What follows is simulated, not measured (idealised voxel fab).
The process module that follows is named voxel released beams.
This is section cut - it's 295 nm across, gridded in 5 nm square cells.
When this document writes out a cross-section, it uses a grid of square cells and lists it as bands, beginning at the top and moving down, with a band standing for one or more rows of cells. Top, bottom (nm), then materials left to right with widths (nm); lone material tagged "full width" fills the whole band edge to edge; "air" = empty space. Heights are reckoned from 0. Under this level, the received wafer is all of one material. The bottommost band is open-ended downward, for example "0 and below". So if you see something like "30->40" for the width, read it as the top row of the band sitting at the first number and the bottom row at the second, with every row in between moving by the same amount as the last. No cell of the cross-section changed in a step that is given as "everything unchanged". Entry "Non-vented voids" = empty spaces >= 8 cells with no open way to the top; each as width x height at distance, distance from left edge, all nm. Where a step's line continues beyond its settings, the continuation is a remark by the simulator itself on that step. "overlay nm", when on a step's line for a step with a mask, measures how far to the right of its planned place the mask lay; a negative measure means to the left.
Here's what the planned process steps look like:
1) RECEIVE (material Si)
2) CONFORMAL_DEP (material SiN; thk nm 5)
3) DIRECTIONAL_DEP (material SiO2; thk nm 10)
4) MASKED_ETCH (tone open; mask id ANCHOR; width nm 45; etch materials SiO2; depth nm 10; overlay nm 0)
5) CONFORMAL_DEP (material TiN; thk nm 15)
6) PATTERN (tone cover; mask id BEAM; material resist; width nm 105; thk nm 15; overlay nm 0)
7) DIRECTIONAL_ETCH (etch materials TiN; depth nm 15)
8) STRIP (etch materials resist)
9) STRIP (etch materials SiO2)
Cross-section of the wafer upon arrival, representing the state reached after step 1:
0 and below = Si full width
Non-vented voids: none
Cross-sectional image of the first of two wafers at the end of the module, the run having proceeded as planned:
30 down to 20 = air (90); TiN (20); air (15); TiN (70); air (100)
20 down to 15 = air (90); TiN (105); air (100)
15 down to 5 = air (95); TiN (45); air (155)
5 down to 0 = SiN full width
0 and below = Si full width
Non-vented voids: none
Here's the second of our two wafers sectioned at module end. Same start as the first, same plan, but one mistake got made running it:
30 down to 20 = air (85); TiN (25); air (15); TiN (65); air (105)
20 down to 15 = air (85); TiN (105); air (105)
15 down to 5 = air (95); TiN (45); air (155)
5 down to 0 = SiN full width
0 and below = Si full width
Non-vented voids: none
Nonconformance to the process plan: step 6 changed vs plan, executed as PATTERN (tone cover; mask id BEAM; material resist; width nm 105; thk nm 15; overlay nm -5)
Heads up: at the end the two wafers have identical cell counts per material, they're just laid out differently.
